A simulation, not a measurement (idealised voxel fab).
process module | voxel self aligned vias
cross-section cut | 170 nm wide | cells 5 nm
A cross-section is a grid of square cells, given in bands from the top down. A band is one or more rows of cells.
Each band's line starts with the height of the band's top and of its bottom, in nm. Then come its materials from left to right, each with its width in nm. One material with "throughout" fills the band from edge to edge. "air" is empty space.
Height 0 is the level under which the wafer as received is all one material. The lowest band goes on downwards, as in "0 down".
A width such as "30 to 40" changes by the same amount from each row of cells to the next, from the band's top row to its bottom row.
"no change" after a step means that no cell of the cross-section changed.
closed voids: empty space of 8 cells or more with no open way to the top, each as width x height at its distance from the left edge, in nm
after a step's settings: what the simulator itself notes on the step
overlay nm, on a step with a mask: how far to the right of its planned place the mask lay; to the left if negative
plan
1 op RECEIVE | material Si
2 op CONFORMAL_DEP | material SiO2 | thk nm 15
3 op CONFORMAL_DEP | material SiCN | thk nm 5
4 op DIRECTIONAL_DEP | material lowk | thk nm 30
5 op DIRECTIONAL_DEP | material aC | thk nm 15
6 op PATTERN | tone open | mask id LINES | material resist | width nm 30 | pitch nm 60 | thk nm 30 | overlay nm 0
7 op DIRECTIONAL_ETCH | etch materials aC | depth nm 15
8 op STRIP | etch materials resist
9 op DIRECTIONAL_ETCH | etch materials lowk | depth nm 30
10 op STRIP | etch materials aC
11 op CONFORMAL_DEP | material TiN | thk nm 5
12 op FILL_DEP | material Ru | thk nm 5
13 op CMP | height nm 50
14 op SELECTIVE_ETCH | etch materials W Ru TiN | depth nm 5
15 op FILL_DEP | material SiN | thk nm 5
16 op CMP | height nm 50
17 op DIRECTIONAL_DEP | material lowk | thk nm 20
18 op DIRECTIONAL_DEP | material aC | thk nm 10
19 op PATTERN | tone open | mask id VIAS | material resist | width nm 40 | thk nm 25 | overlay nm 0
20 op DIRECTIONAL_ETCH | etch materials aC | depth nm 10
21 op STRIP | etch materials resist
22 op DIRECTIONAL_ETCH | etch materials lowk | depth nm 20
23 op DIRECTIONAL_ETCH | etch materials SiN | depth nm 5
24 op STRIP | etch materials aC
25 op CONFORMAL_DEP | material TiN | thk nm 5
26 op FILL_DEP | material W | thk nm 10
27 op CMP | height nm 70
28 op CONFORMAL_DEP | material SiN | thk nm 5
as received, after step 1
  0 down: Si throughout
  closed voids: none
first wafer at the end, as planned
  75 to 70: SiN throughout
  70 to 55: lowk 35 | TiN 5 | W 30 | TiN 5 | lowk 95
  55 to 50: lowk 35 | TiN 10 | W 20 | TiN 10 | lowk 95
  50 to 45: lowk 40 | TiN 30 | lowk 30 | SiN 30 | lowk 40
  45 to 25: lowk 40 | TiN 5 | Ru 20 | TiN 5 | lowk 30 | TiN 5 | Ru 20 | TiN 5 | lowk 40
  25 to 20: lowk 40 | TiN 30 | lowk 30 | TiN 30 | lowk 40
  20 to 15: SiCN throughout
  15 to 0: SiO2 throughout
  0 down: Si throughout
  closed voids: none
second wafer at the end: like start, like plan, one mistake
  75 to 70: SiN throughout
  70 to 55: lowk 35 | TiN 5 | W 30 | TiN 5 | lowk 95
  55 to 50: lowk 35 | TiN 10 | W 20 | TiN 10 | lowk 95
  50 to 45: lowk 40 | TiN 30 | lowk 30 | SiN 30 | lowk 40
  45 to 25: lowk 40 | TiN 5 | Ru 20 | TiN 5 | lowk 30 | TiN 5 | Ru 20 | TiN 5 | lowk 40
  25 to 20: lowk 40 | TiN 30 | lowk 30 | TiN 30 | lowk 40
  20 to 15: Ru throughout
  15 to 0: SiO2 throughout
  0 down: Si throughout
  closed voids: none
what went wrong: step 3 ran as: op CONFORMAL_DEP | material Ru | thk nm 5
at the end the second wafer has, in cells: 34 more of Ru | 34 fewer of SiCN
